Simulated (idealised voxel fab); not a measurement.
Process module in this document: voxel transistor to metal
In the cross-section labelled cut, the width is 260 nm and each square cell is 5 nm.
The cross-sections in this document take the form of a grid made of square cells. They are written out as bands, in order from top to bottom. Each band consists of one or more rows of cells. For a band, the entry starts with two heights in nm, that of the top and then that of the bottom, and carries on with the band's materials in order from left to right, each alongside its width in nm; the word "throughout" beside a single material means it fills the band edge to edge, and "blank" means empty space. Height reference: 0 = level under which incoming wafer is all one material. Lowest band: no bottom, runs on downward, e.g. "0 -> down". Width "30->40": first value at the band's top row of cells, second value at its bottom row, equal change from row to row. Reading "no modifications" for a step: not a cell of the cross-section changed in it. In the "Sealed voids" entry, you get each enclosed empty space of 8 cells or more, one with no open way to the top, written width x height at distance, distance from the left edge, in nm. It should be noted that, on the line of a given step, the content following the step's settings is a remark produced by the simulator itself with respect to that step. On any step carrying a mask, the "overlay nm" setting, if present on the step's line, tells how far right of its planned place the mask lay; negative values point to the left.

-- The steps planned for the process are as follows
| 1 | RECEIVE | material Si |
| 2 | CONFORMAL_DEP | material SiO2 | thk nm 5 |
| 3 | CONFORMAL_DEP | material SiN | thk nm 15 |
| 4 | PATTERN | tone cover | mask id ACTIVE | material resist | width nm 90 | pitch nm 120 | thk nm 20 | overlay nm -10 |
| 5 | DIRECTIONAL_ETCH | etch materials SiN | depth nm 15 |
| 6 | DIRECTIONAL_ETCH | etch materials SiO2 | depth nm 5 |
| 7 | DIRECTIONAL_ETCH | etch materials Si | depth nm 30 |
| 8 | STRIP | etch materials resist |
| 9 | FILL_DEP | material SiO2 | thk nm 5 |
| 10 | CMP | height nm 20 |
| 11 | SELECTIVE_ETCH | etch materials SiO2 | depth nm 15 |
| 12 | STRIP | etch materials SiN |
| 13 | SELECTIVE_ETCH | etch materials SiO2 | depth nm 5 |
| 14 | OXIDIZE | depth nm 5 |
| 15 | DIRECTIONAL_DEP | material polySi | thk nm 25 |
| 16 | DIRECTIONAL_DEP | material SiCN | thk nm 10 |
| 17 | MASKED_ETCH | tone cover | mask id GATE | width nm 20 | pitch nm 120 | etch materials SiCN | depth nm 20 | overlay nm 0 |
| 18 | MASKED_ETCH | tone cover | mask id GATE | width nm 20 | pitch nm 120 | etch materials polySi | depth nm 35 | overlay nm 0 |
| 19 | CONFORMAL_DEP | material SiN | thk nm 5 |
| 20 | DIRECTIONAL_ETCH | etch materials SiN | depth nm 5 |
| 21 | DIRECTIONAL_ETCH | etch materials SiO2 | depth nm 5 |
| 22 | EPI | material SiGe | thk nm 5 |
| 23 | FILL_DEP | material SiO2 | thk nm 5 |
| 24 | CMP | height nm 35 |
| 25 | DIRECTIONAL_DEP | material SiO2 | thk nm 10 |
| 26 | DIRECTIONAL_DEP | material aC | thk nm 15 |
| 27 | PATTERN | tone open | mask id CONTACT | material resist | width nm 25 | thk nm 30 | overlay nm 0 |
| 28 | DIRECTIONAL_ETCH | etch materials aC | depth nm 15 |
| 29 | STRIP | etch materials resist |
| 30 | DIRECTIONAL_ETCH | etch materials SiO2 | depth nm 45 |
| 31 | STRIP | etch materials aC |
| 32 | CONFORMAL_DEP | material TiN | thk nm 5 |
| 33 | FILL_DEP | material W | thk nm 10 |
| 34 | CMP | height nm 45 |
| 35 | CONFORMAL_DEP | material SiN | thk nm 5 |
| 36 | DIRECTIONAL_DEP | material SiO2 | thk nm 25 |
| 37 | DIRECTIONAL_DEP | material aC | thk nm 15 |
| 38 | PATTERN | tone open | mask id METAL_1 | material resist | width nm 15 | thk nm 35 | overlay nm 0 |
| 39 | DIRECTIONAL_ETCH | etch materials aC | depth nm 15 |
| 40 | STRIP | etch materials resist |
| 41 | DIRECTIONAL_ETCH | etch materials SiO2 | depth nm 25 |
| 42 | DIRECTIONAL_ETCH | etch materials SiN | depth nm 5 |
| 43 | STRIP | etch materials aC |
| 44 | CONFORMAL_DEP | material TiN | thk nm 5 |
| 45 | FILL_DEP | material Cu | thk nm 5 |
| 46 | CMP | height nm 75 |
| 47 | EPI | material Ru | thk nm 5 |
| 48 | FILL_DEP | material SiCN | thk nm 5 |
| 49 | DIRECTIONAL_DEP | material lowk | thk nm 25 |
| 50 | PATTERN | tone open | mask id METAL_2 | material resist | width nm 15 | pitch nm 120 | thk nm 15 | overlay nm 0 |
| 51 | DIRECTIONAL_ETCH | etch materials lowk | depth nm 15 |
| 52 | STRIP | etch materials resist |
| 53 | DIRECTIONAL_DEP | material aC | thk nm 10 |
| 54 | PATTERN | tone open | mask id METAL_2_HOLES | material resist | width nm 15 | pitch nm 120 | thk nm 30 | overlay nm 0 |
| 55 | DIRECTIONAL_ETCH | etch materials aC | depth nm 10 |
| 56 | STRIP | etch materials resist |
| 57 | DIRECTIONAL_ETCH | etch materials lowk | depth nm 10 |
| 58 | DIRECTIONAL_ETCH | etch materials SiCN | depth nm 5 |
| 59 | STRIP | etch materials aC |
| 60 | CONFORMAL_DEP | material TiN | thk nm 5 |
| 61 | FILL_DEP | material Cu | thk nm 5 |
| 62 | CMP | height nm 110 |
| 63 | CONFORMAL_DEP | material SiN | thk nm 5 |
Heads up: all these wafers start the same, and what changes between them is the overlay nm in step 4. The value you see in the plan is just what the first wafer got.

-- The as-received cross-section of the first of several wafers corresponds to the state after step 1
    0 -> down = Si throughout
    Sealed voids: none

-- Quick key for the table: a row per wafer, taken at the end of the module. For each material it tells you how many cells the wafer gained (+) or lost (-) since it came in, and the closed voids come after
overlay nm -10 | +30 Cu | +20 Ru | -132 Si | +94 SiCN | +28 SiGe | +120 SiN | +508 SiO2 | +162 TiN | +96 W | +230 lowk | +40 polySi | Sealed voids: none
overlay nm -5 | +30 Cu | +20 Ru | -132 Si | +94 SiCN | +28 SiGe | +120 SiN | +508 SiO2 | +162 TiN | +96 W | +230 lowk | +40 polySi | Sealed voids: none
overlay nm 0 | +30 Cu | +20 Ru | -132 Si | +94 SiCN | +28 SiGe | +120 SiN | +508 SiO2 | +162 TiN | +96 W | +230 lowk | +40 polySi | Sealed voids: none
overlay nm 5 | +30 Cu | +20 Ru | -132 Si | +94 SiCN | +28 SiGe | +120 SiN | +508 SiO2 | +162 TiN | +96 W | +230 lowk | +40 polySi | Sealed voids: none
overlay nm 10 | +30 Cu | +20 Ru | -132 Si | +94 SiCN | +28 SiGe | +120 SiN | +508 SiO2 | +162 TiN | +96 W | +230 lowk | +40 polySi | Sealed voids: none
